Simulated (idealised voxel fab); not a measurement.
process module | voxel trench capacitor
Pictured: cross-section cut, 265 nm wide, on a grid of 5 nm square cells.
Reading order for cross-sections: top band down to bottom band. Underlying form: a grid of square cells. Band size: one or more rows of cells. What a band's entry tells you: where the top is and where the bottom is, as heights in nm, and after that what lies inside, material by material from left to right, each with its width in nm. Empty space is written as the word "blank", and a single material marked with the word "throughout" occupies the band from edge to edge. We count height from 0. Below that, the starting wafer is all one material. The lowest band never ends at the bottom but goes on down; see "top 0, no bottom" for how that is written. Note: "30..40" means the width goes from the first number (top row of the band) to the second number (bottom row) in equal steps per row of cells. No cell of the cross-section changed in a step that is given as "no alterations made". Heads up: "Fully enclosed voids" only lists the empty pockets with no open path to the top that are 8 cells or more, and it writes them as width x height at distance, distance from the left edge, in nm. Read whatever lies past the settings on a step's line as the simulator's own remark about the step. overlay nm: where the mask lay relative to plan, measured to the right, on steps with a mask; negatives go left.
Planned process steps
1,RECEIVE,material Si
2,CONFORMAL_DEP,material SiN,thk nm 5
3,DIRECTIONAL_DEP,material aC,thk nm 10
4,PATTERN,tone open,mask id TRENCH,material resist,width nm 30,pitch nm 60,thk nm 30,overlay nm 0
5,DIRECTIONAL_ETCH,etch materials aC,depth nm 10
6,STRIP,etch materials resist
7,DIRECTIONAL_ETCH,etch materials SiN,depth nm 5
8,DIRECTIONAL_ETCH,etch materials Si,depth nm 40
9,STRIP,etch materials aC
10,CONFORMAL_DEP,material HfO2,thk nm 5
11,CONFORMAL_DEP,material TiN,thk nm 5
12,FILL_DEP,material W,thk nm 5
13,CMP,height nm 5
Step 1 complete: cross-section of the wafer as received
> top 0, no bottom | Si throughout
> Fully enclosed voids: none
Look at the cross-section after the module: the wafer started out the way shown above and the plan was the one shown above, yet one mistake was made along the way
> top 5, bottom 0 | 80 nm SiN, then 5 nm HfO2, then 5 nm TiN, then 10 nm W, then 5 nm TiN, then 5 nm HfO2, then 30 nm SiN, then 5 nm HfO2, then 5 nm TiN, then 10 nm W, then 5 nm TiN, then 5 nm HfO2, then 95 nm SiN
> top 0, bottom -30 | 80 nm Si, then 5 nm HfO2, then 5 nm TiN, then 10 nm W, then 5 nm TiN, then 5 nm HfO2, then 30 nm Si, then 5 nm HfO2, then 5 nm TiN, then 10 nm W, then 5 nm TiN, then 5 nm HfO2, then 95 nm Si
> top -30, bottom -35 | 80 nm Si, then 5 nm HfO2, then 20 nm TiN, then 5 nm HfO2, then 30 nm Si, then 5 nm HfO2, then 20 nm TiN, then 5 nm HfO2, then 95 nm Si
> top -35, bottom -40 | 80 nm Si, then 30 nm HfO2, then 30 nm Si, then 30 nm HfO2, then 95 nm Si
> top -40, no bottom | Si throughout
> Fully enclosed voids: none
Against the plan, the run slipped here: it should be noted that step 4 was executed with settings other than those planned, the operation and settings actually applied being PATTERN,tone open,mask id TRENCH,material resist,width nm 30,pitch nm 60,thk nm 30,overlay nm -5
